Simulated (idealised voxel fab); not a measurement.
Herein follows the process module entitled voxel wiring stack.
Square cell edge 5 nm, section width 280 nm, ID cut.
Each cross-section below is a grid of square cells, stated as bands in top-down order, with one or more rows of cells making up each band.
Band: top and bottom heights (nm) first, top before bottom; then materials from left to right, widths in nm. "everywhere" marks a sole material filling the band edge to edge. "blank" denotes empty space.
Counting heights begins at 0, where everything beneath is, in the wafer as received, one material. The lowest band has no bottom; it goes on downwards, as "0 and below" shows.
Per-row width for "30 to 40": begins at first number (top row of band), ends at second number (bottom row), increment between rows held constant.
Step note "no change" = no cross-section cell changed.
"Closed voids list" contains a list of empty spaces, each no smaller than 8 cells and without an open way to the top, written in the form width x height at distance with the distance from the left edge and all three in nm.
Whatever follows a step's settings on its line is a remark the simulator itself makes about that step.
The line of a step may include "overlay nm". On a step with a mask, this value is how far to the right of its planned place the mask lay. A negative value means the mask lay to the left.
**Intended process steps**
1: RECEIVE with material Si
2: CONFORMAL_DEP with material SiO2, thk nm 10
3: CONFORMAL_DEP with material SiN, thk nm 5
4: DIRECTIONAL_DEP with material SiO2, thk nm 20
5: MASKED_ETCH with tone open, mask id METAL_1, width nm 20, pitch nm 40, etch materials SiO2, depth nm 20, overlay nm 0
6: MASKED_ETCH with tone open, mask id METAL_1, width nm 20, pitch nm 40, etch materials SiN, depth nm 5, overlay nm 0
7: CONFORMAL_DEP with material TiN, thk nm 5
8: FILL_DEP with material Ru, thk nm 10
9: CMP with height nm 35
10: CONFORMAL_DEP with material SiCN, thk nm 5
11: DIRECTIONAL_DEP with material SiO2, thk nm 15
12: MASKED_ETCH with tone open, mask id PLUG_1, width nm 15, pitch nm 80, etch materials SiO2, depth nm 15, overlay nm 0
13: MASKED_ETCH with tone open, mask id PLUG_1, width nm 15, pitch nm 80, etch materials SiCN, depth nm 5, overlay nm 0
14: CONFORMAL_DEP with material TiN, thk nm 5
15: FILL_DEP with material W, thk nm 5
16: CMP with height nm 55
17: CONFORMAL_DEP with material SiN, thk nm 5
18: DIRECTIONAL_DEP with material lowk, thk nm 20
19: MASKED_ETCH with tone open, mask id METAL_2, width nm 20, pitch nm 40, etch materials lowk, depth nm 20, overlay nm 0
20: MASKED_ETCH with tone open, mask id METAL_2, width nm 20, pitch nm 40, etch materials SiN, depth nm 5, overlay nm 0
21: CONFORMAL_DEP with material TiN, thk nm 5
22: FILL_DEP with material Cu, thk nm 5
23: CMP with height nm 80
24: CONFORMAL_DEP with material SiCN, thk nm 5
25: DIRECTIONAL_DEP with material lowk, thk nm 35
26: MASKED_ETCH with tone open, mask id METAL_3, width nm 20, pitch nm 40, etch materials lowk, depth nm 20, overlay nm 0
27: DIRECTIONAL_DEP with material aC, thk nm 10
28: PATTERN with tone open, mask id METAL_3_HOLES, material resist, width nm 15, pitch nm 80, thk nm 25, overlay nm 0
29: DIRECTIONAL_ETCH with etch materials aC, depth nm 10
30: STRIP with etch materials resist
31: DIRECTIONAL_ETCH with etch materials lowk, depth nm 15
32: DIRECTIONAL_ETCH with etch materials SiCN, depth nm 5
33: STRIP with etch materials aC
34: CONFORMAL_DEP with material TiN, thk nm 5
35: FILL_DEP with material Cu, thk nm 10
36: CMP with height nm 120
37: CONFORMAL_DEP with material SiN, thk nm 5
**Of two wafers, the first: run according to plan**
**Received-state cross-section, reflecting completion of step 1**
    0 and below: Si everywhere
    Closed voids list: none
**Cross-sectional representation of the wafer at the conclusion of step 2**
    10 down to 0: SiO2 everywhere
    Anything lower than 0 is untouched.
**Cross-sectional representation of the wafer at the conclusion of step 3**
    15 down to 10: SiN everywhere
    Anything lower than 10 is untouched.
**Cross-sectional representation of the wafer at the conclusion of step 4**
    35 down to 15: SiO2 everywhere
    Anything lower than 15 is untouched.
**Cross-sectional representation of the wafer at the conclusion of step 5**
    35 down to 15: SiO2 90 nm | blank 20 nm | SiO2 20 nm | blank 20 nm | SiO2 20 nm | blank 20 nm | SiO2 90 nm
    Anything lower than 15 is untouched.
**Cross-sectional representation of the wafer at the conclusion of step 6**
    35 down to 15: SiO2 90 nm | blank 20 nm | SiO2 20 nm | blank 20 nm | SiO2 20 nm | blank 20 nm | SiO2 90 nm
    15 down to 10: SiN 90 nm | blank 20 nm | SiN 20 nm | blank 20 nm | SiN 20 nm | blank 20 nm | SiN 90 nm
    Anything lower than 10 is untouched.
**Cross-sectional representation of the wafer at the conclusion of step 7**
    40 down to 35: TiN 95 nm | blank 10 nm | TiN 30 nm | blank 10 nm | TiN 30 nm | blank 10 nm | TiN 95 nm
    35 down to 15: SiO2 90 nm | TiN 5 nm | blank 10 nm | TiN 5 nm | SiO2 20 nm | TiN 5 nm | blank 10 nm | TiN 5 nm | SiO2 20 nm | TiN 5 nm | blank 10 nm | TiN 5 nm | SiO2 90 nm
    15 down to 10: SiN 90 nm | TiN 20 nm | SiN 20 nm | TiN 20 nm | SiN 20 nm | TiN 20 nm | SiN 90 nm
    Anything lower than 10 is untouched.
**Cross-sectional representation of the wafer at the conclusion of step 8**
    50 down to 40: Ru everywhere
    40 down to 35: TiN 95 nm | Ru 10 nm | TiN 30 nm | Ru 10 nm | TiN 30 nm | Ru 10 nm | TiN 95 nm
    35 down to 15: SiO2 90 nm | TiN 5 nm | Ru 10 nm | TiN 5 nm | SiO2 20 nm | TiN 5 nm | Ru 10 nm | TiN 5 nm | SiO2 20 nm | TiN 5 nm | Ru 10 nm | TiN 5 nm | SiO2 90 nm
    Anything lower than 15 is untouched.
**Cross-sectional representation of the wafer at the conclusion of step 9**
    35 down to 15: SiO2 90 nm | TiN 5 nm | Ru 10 nm | TiN 5 nm | SiO2 20 nm | TiN 5 nm | Ru 10 nm | TiN 5 nm | SiO2 20 nm | TiN 5 nm | Ru 10 nm | TiN 5 nm | SiO2 90 nm
    Anything lower than 15 is untouched.
**Cross-sectional representation of the wafer at the conclusion of step 10**
    40 down to 35: SiCN everywhere
    Anything lower than 35 is untouched.
**Cross-sectional representation of the wafer at the conclusion of step 11**
    55 down to 40: SiO2 everywhere
    Anything lower than 40 is untouched.
**Cross-sectional representation of the wafer at the conclusion of step 12**
    55 down to 40: SiO2 90 nm | blank 15 nm | SiO2 65 nm | blank 15 nm | SiO2 95 nm
    Anything lower than 40 is untouched.
**Cross-sectional representation of the wafer at the conclusion of step 13**
    55 down to 40: SiO2 90 nm | blank 15 nm | SiO2 65 nm | blank 15 nm | SiO2 95 nm
    40 down to 35: SiCN 90 nm | blank 15 nm | SiCN 65 nm | blank 15 nm | SiCN 95 nm
    Anything lower than 35 is untouched.
**Cross-sectional representation of the wafer at the conclusion of step 14**
    60 down to 55: TiN 95 nm | blank 5 nm | TiN 75 nm | blank 5 nm | TiN 100 nm
    55 down to 40: SiO2 90 nm | TiN 5 nm | blank 5 nm | TiN 5 nm | SiO2 65 nm | TiN 5 nm | blank 5 nm | TiN 5 nm | SiO2 95 nm
    40 down to 35: SiCN 90 nm | TiN 15 nm | SiCN 65 nm | TiN 15 nm | SiCN 95 nm
    Anything lower than 35 is untouched.
**Cross-sectional representation of the wafer at the conclusion of step 15**
    65 down to 60: W everywhere
    60 down to 55: TiN 95 nm | W 5 nm | TiN 75 nm | W 5 nm | TiN 100 nm
    55 down to 40: SiO2 90 nm | TiN 5 nm | W 5 nm | TiN 5 nm | SiO2 65 nm | TiN 5 nm | W 5 nm | TiN 5 nm | SiO2 95 nm
    Anything lower than 40 is untouched.
**Cross-sectional representation of the wafer at the conclusion of step 16**
    55 down to 40: SiO2 90 nm | TiN 5 nm | W 5 nm | TiN 5 nm | SiO2 65 nm | TiN 5 nm | W 5 nm | TiN 5 nm | SiO2 95 nm
    Anything lower than 40 is untouched.
**Cross-sectional representation of the wafer at the conclusion of step 17**
    60 down to 55: SiN everywhere
    Anything lower than 55 is untouched.
**Cross-sectional representation of the wafer at the conclusion of step 18**
    80 down to 60: lowk everywhere
    Anything lower than 60 is untouched.
**Cross-sectional representation of the wafer at the conclusion of step 19**
    80 down to 60: lowk 90 nm | blank 20 nm | lowk 20 nm | blank 20 nm | lowk 20 nm | blank 20 nm | lowk 90 nm
    Anything lower than 60 is untouched.
**Cross-sectional representation of the wafer at the conclusion of step 20**
    80 down to 60: lowk 90 nm | blank 20 nm | lowk 20 nm | blank 20 nm | lowk 20 nm | blank 20 nm | lowk 90 nm
    60 down to 55: SiN 90 nm | blank 20 nm | SiN 20 nm | blank 20 nm | SiN 20 nm | blank 20 nm | SiN 90 nm
    Anything lower than 55 is untouched.
**Cross-sectional representation of the wafer at the conclusion of step 21**
    85 down to 80: TiN 95 nm | blank 10 nm | TiN 30 nm | blank 10 nm | TiN 30 nm | blank 10 nm | TiN 95 nm
    80 down to 60: lowk 90 nm | TiN 5 nm | blank 10 nm | TiN 5 nm | lowk 20 nm | TiN 5 nm | blank 10 nm | TiN 5 nm | lowk 20 nm | TiN 5 nm | blank 10 nm | TiN 5 nm | lowk 90 nm
    60 down to 55: SiN 90 nm | TiN 20 nm | SiN 20 nm | TiN 20 nm | SiN 20 nm | TiN 20 nm | SiN 90 nm
    Anything lower than 55 is untouched.
**Cross-sectional representation of the wafer at the conclusion of step 22**
    90 down to 85: Cu everywhere
    85 down to 80: TiN 95 nm | Cu 10 nm | TiN 30 nm | Cu 10 nm | TiN 30 nm | Cu 10 nm | TiN 95 nm
    80 down to 60: lowk 90 nm | TiN 5 nm | Cu 10 nm | TiN 5 nm | lowk 20 nm | TiN 5 nm | Cu 10 nm | TiN 5 nm | lowk 20 nm | TiN 5 nm | Cu 10 nm | TiN 5 nm | lowk 90 nm
    Anything lower than 60 is untouched.
**Cross-sectional representation of the wafer at the conclusion of step 23**
    80 down to 60: lowk 90 nm | TiN 5 nm | Cu 10 nm | TiN 5 nm | lowk 20 nm | TiN 5 nm | Cu 10 nm | TiN 5 nm | lowk 20 nm | TiN 5 nm | Cu 10 nm | TiN 5 nm | lowk 90 nm
    Anything lower than 60 is untouched.
**Cross-sectional representation of the wafer at the conclusion of step 24**
    85 down to 80: SiCN everywhere
    Anything lower than 80 is untouched.
**Cross-sectional representation of the wafer at the conclusion of step 25**
    120 down to 85: lowk everywhere
    Anything lower than 85 is untouched.
**Cross-sectional representation of the wafer at the conclusion of step 26**
    120 down to 100: lowk 90 nm | blank 20 nm | lowk 20 nm | blank 20 nm | lowk 20 nm | blank 20 nm | lowk 90 nm
    Anything lower than 100 is untouched.
**Cross-sectional representation of the wafer at the conclusion of step 27**
    130 down to 120: aC 90 nm | blank 20 nm | aC 20 nm | blank 20 nm | aC 20 nm | blank 20 nm | aC 90 nm
    120 down to 110: lowk 90 nm | blank 20 nm | lowk 20 nm | blank 20 nm | lowk 20 nm | blank 20 nm | lowk 90 nm
    110 down to 100: lowk 90 nm | aC 20 nm | lowk 20 nm | aC 20 nm | lowk 20 nm | aC 20 nm | lowk 90 nm
    Anything lower than 100 is untouched.
**Cross-sectional representation of the wafer at the conclusion of step 28**
    155 down to 130: resist 90 nm | blank 15 nm | resist 65 nm | blank 15 nm | resist 95 nm
    130 down to 120: aC 90 nm | blank 15 nm | resist 5 nm | aC 20 nm | resist 20 nm | aC 20 nm | blank 15 nm | resist 5 nm | aC 90 nm
    120 down to 110: lowk 90 nm | blank 15 nm | resist 5 nm | lowk 20 nm | resist 20 nm | lowk 20 nm | blank 15 nm | resist 5 nm | lowk 90 nm
    Anything lower than 110 is untouched.
**Cross-sectional representation of the wafer at the conclusion of step 29**
    145 down to 130: resist 90 nm | blank 15 nm | resist 65 nm | blank 15 nm | resist 95 nm
    130 down to 120: aC 90 nm | blank 15 nm | resist 5 nm | aC 20 nm | resist 20 nm | aC 20 nm | blank 15 nm | resist 5 nm | aC 90 nm
    120 down to 110: lowk 90 nm | blank 15 nm | resist 5 nm | lowk 20 nm | resist 20 nm | lowk 20 nm | blank 15 nm | resist 5 nm | lowk 90 nm
    110 down to 100: lowk 90 nm | blank 15 nm | aC 5 nm | lowk 20 nm | aC 20 nm | lowk 20 nm | blank 15 nm | aC 5 nm | lowk 90 nm
    Anything lower than 100 is untouched.
**Cross-sectional representation of the wafer at the conclusion of step 30**
    130 down to 120: aC 90 nm | blank 20 nm | aC 20 nm | blank 20 nm | aC 20 nm | blank 20 nm | aC 90 nm
    120 down to 110: lowk 90 nm | blank 20 nm | lowk 20 nm | blank 20 nm | lowk 20 nm | blank 20 nm | lowk 90 nm
    Anything lower than 110 is untouched.
**Cross-sectional representation of the wafer at the conclusion of step 31**
    130 down to 120: aC 90 nm | blank 20 nm | aC 20 nm | blank 20 nm | aC 20 nm | blank 20 nm | aC 90 nm
    120 down to 110: lowk 90 nm | blank 20 nm | lowk 20 nm | blank 20 nm | lowk 20 nm | blank 20 nm | lowk 90 nm
    110 down to 100: lowk 90 nm | blank 15 nm | aC 5 nm | lowk 20 nm | aC 20 nm | lowk 20 nm | blank 15 nm | aC 5 nm | lowk 90 nm
    100 down to 85: lowk 90 nm | blank 15 nm | lowk 65 nm | blank 15 nm | lowk 95 nm
    Anything lower than 85 is untouched.
**Cross-sectional representation of the wafer at the conclusion of step 32**
    130 down to 120: aC 90 nm | blank 20 nm | aC 20 nm | blank 20 nm | aC 20 nm | blank 20 nm | aC 90 nm
    120 down to 110: lowk 90 nm | blank 20 nm | lowk 20 nm | blank 20 nm | lowk 20 nm | blank 20 nm | lowk 90 nm
    110 down to 100: lowk 90 nm | blank 15 nm | aC 5 nm | lowk 20 nm | aC 20 nm | lowk 20 nm | blank 15 nm | aC 5 nm | lowk 90 nm
    100 down to 85: lowk 90 nm | blank 15 nm | lowk 65 nm | blank 15 nm | lowk 95 nm
    85 down to 80: SiCN 90 nm | blank 15 nm | SiCN 65 nm | blank 15 nm | SiCN 95 nm
    Anything lower than 80 is untouched.
**Cross-sectional representation of the wafer at the conclusion of step 33**
    120 down to 100: lowk 90 nm | blank 20 nm | lowk 20 nm | blank 20 nm | lowk 20 nm | blank 20 nm | lowk 90 nm
    Anything lower than 100 is untouched.
**Cross-sectional representation of the wafer at the conclusion of step 34**
    125 down to 120: TiN 95 nm | blank 10 nm | TiN 30 nm | blank 10 nm | TiN 30 nm | blank 10 nm | TiN 95 nm
    120 down to 105: lowk 90 nm | TiN 5 nm | blank 10 nm | TiN 5 nm | lowk 20 nm | TiN 5 nm | blank 10 nm | TiN 5 nm | lowk 20 nm | TiN 5 nm | blank 10 nm | TiN 5 nm | lowk 90 nm
    105 down to 100: lowk 90 nm | TiN 5 nm | blank 5 nm | TiN 10 nm | lowk 20 nm | TiN 20 nm | lowk 20 nm | TiN 5 nm | blank 5 nm | TiN 10 nm | lowk 90 nm
    100 down to 85: lowk 90 nm | TiN 5 nm | blank 5 nm | TiN 5 nm | lowk 65 nm | TiN 5 nm | blank 5 nm | TiN 5 nm | lowk 95 nm
    85 down to 80: SiCN 90 nm | TiN 15 nm | SiCN 65 nm | TiN 15 nm | SiCN 95 nm
    Anything lower than 80 is untouched.
**Cross-sectional representation of the wafer at the conclusion of step 35**
    135 down to 125: Cu everywhere
    125 down to 120: TiN 95 nm | Cu 10 nm | TiN 30 nm | Cu 10 nm | TiN 30 nm | Cu 10 nm | TiN 95 nm
    120 down to 105: lowk 90 nm | TiN 5 nm | Cu 10 nm | TiN 5 nm | lowk 20 nm | TiN 5 nm | Cu 10 nm | TiN 5 nm | lowk 20 nm | TiN 5 nm | Cu 10 nm | TiN 5 nm | lowk 90 nm
    105 down to 100: lowk 90 nm | TiN 5 nm | Cu 5 nm | TiN 10 nm | lowk 20 nm | TiN 20 nm | lowk 20 nm | TiN 5 nm | Cu 5 nm | TiN 10 nm | lowk 90 nm
    100 down to 85: lowk 90 nm | TiN 5 nm | Cu 5 nm | TiN 5 nm | lowk 65 nm | TiN 5 nm | Cu 5 nm | TiN 5 nm | lowk 95 nm
    Anything lower than 85 is untouched.
**Cross-sectional representation of the wafer at the conclusion of step 36**
    120 down to 105: lowk 90 nm | TiN 5 nm | Cu 10 nm | TiN 5 nm | lowk 20 nm | TiN 5 nm | Cu 10 nm | TiN 5 nm | lowk 20 nm | TiN 5 nm | Cu 10 nm | TiN 5 nm | lowk 90 nm
    Anything lower than 105 is untouched.
**Cross-sectional representation of the wafer at the conclusion of step 37**
    125 down to 120: SiN everywhere
    Anything lower than 120 is untouched.
**Second wafer, same starting conditions and recipe as the first, one mistake in executing it, nothing differs from the first up to and including step 27**
**Second wafer: cross-section at the scheduled end of step 28**
    155 down to 130: blank 90 nm | resist 15 nm | blank 65 nm | resist 15 nm | blank 95 nm
    130 down to 120: aC 90 nm | resist 15 nm | blank 5 nm | aC 20 nm | blank 20 nm | aC 20 nm | resist 15 nm | blank 5 nm | aC 90 nm
    120 down to 110: lowk 90 nm | resist 15 nm | blank 5 nm | lowk 20 nm | blank 20 nm | lowk 20 nm | resist 15 nm | blank 5 nm | lowk 90 nm
    Anything lower than 110 is untouched.
**Second wafer: cross-section at the scheduled end of step 29**
    145 down to 120: blank 90 nm | resist 15 nm | blank 65 nm | resist 15 nm | blank 95 nm
    120 down to 110: lowk 90 nm | resist 15 nm | blank 5 nm | lowk 20 nm | blank 20 nm | lowk 20 nm | resist 15 nm | blank 5 nm | lowk 90 nm
    110 down to 100: lowk 90 nm | aC 15 nm | blank 5 nm | lowk 20 nm | blank 20 nm | lowk 20 nm | aC 15 nm | blank 5 nm | lowk 90 nm
    Anything lower than 100 is untouched.
**Second wafer: cross-section at the scheduled end of step 30**
    120 down to 110: lowk 90 nm | blank 20 nm | lowk 20 nm | blank 20 nm | lowk 20 nm | blank 20 nm | lowk 90 nm
    Anything lower than 110 is untouched.
**Second wafer: cross-section at the scheduled end of step 31**
    110 down to 105: blank 90 nm | aC 15 nm | blank 65 nm | aC 15 nm | blank 95 nm
    105 down to 100: lowk 90 nm | aC 15 nm | blank 5 nm | lowk 20 nm | blank 20 nm | lowk 20 nm | aC 15 nm | blank 5 nm | lowk 90 nm
    100 down to 85: lowk 105 nm | blank 5 nm | lowk 20 nm | blank 20 nm | lowk 35 nm | blank 5 nm | lowk 90 nm
    Anything lower than 85 is untouched.
**Second wafer: cross-section at the scheduled end of step 32**
    110 down to 105: blank 90 nm | aC 15 nm | blank 65 nm | aC 15 nm | blank 95 nm
    105 down to 100: lowk 90 nm | aC 15 nm | blank 5 nm | lowk 20 nm | blank 20 nm | lowk 20 nm | aC 15 nm | blank 5 nm | lowk 90 nm
    100 down to 85: lowk 105 nm | blank 5 nm | lowk 20 nm | blank 20 nm | lowk 35 nm | blank 5 nm | lowk 90 nm
    85 down to 80: SiCN 105 nm | blank 5 nm | SiCN 20 nm | blank 20 nm | SiCN 35 nm | blank 5 nm | SiCN 90 nm
    Anything lower than 80 is untouched.
**Second wafer: cross-section at the scheduled end of step 33**
    105 down to 100: lowk 90 nm | blank 20 nm | lowk 20 nm | blank 20 nm | lowk 20 nm | blank 20 nm | lowk 90 nm
    Anything lower than 100 is untouched.
**Second wafer: cross-section at the scheduled end of step 34**
    110 down to 105: TiN 95 nm | blank 10 nm | TiN 30 nm | blank 10 nm | TiN 30 nm | blank 10 nm | TiN 95 nm
    105 down to 100: lowk 90 nm | TiN 20 nm | lowk 20 nm | TiN 5 nm | blank 10 nm | TiN 5 nm | lowk 20 nm | TiN 20 nm | lowk 90 nm
    100 down to 85: lowk 105 nm | TiN 5 nm | lowk 20 nm | TiN 5 nm | blank 10 nm | TiN 5 nm | lowk 35 nm | TiN 5 nm | lowk 90 nm
    85 down to 80: SiCN 105 nm | TiN 5 nm | SiCN 20 nm | TiN 20 nm | SiCN 35 nm | TiN 5 nm | SiCN 90 nm
    Anything lower than 80 is untouched.
**Second wafer: cross-section at the scheduled end of step 35**
    120 down to 110: Cu everywhere
    110 down to 105: TiN 95 nm | Cu 10 nm | TiN 30 nm | Cu 10 nm | TiN 30 nm | Cu 10 nm | TiN 95 nm
    105 down to 100: lowk 90 nm | TiN 20 nm | lowk 20 nm | TiN 5 nm | Cu 10 nm | TiN 5 nm | lowk 20 nm | TiN 20 nm | lowk 90 nm
    100 down to 85: lowk 105 nm | TiN 5 nm | lowk 20 nm | TiN 5 nm | Cu 10 nm | TiN 5 nm | lowk 35 nm | TiN 5 nm | lowk 90 nm
    Anything lower than 85 is untouched.
Second wafer: cross-section at the scheduled end of step 36: no change
**Second wafer: cross-section at the scheduled end of step 37**
    125 down to 120: SiN everywhere
    Anything lower than 120 is untouched.
What was done differently from what was planned? heads up, step 28 didn't go per plan, it actually ran as PATTERN with tone cover, mask id METAL_3_HOLES, material resist, width nm 15, pitch nm 80, thk nm 25, overlay nm 0
In the final state, the cell counts of the second wafer exceed or fall short of those of the first for the following materials: +100 Cu, +32 TiN, -132 lowk
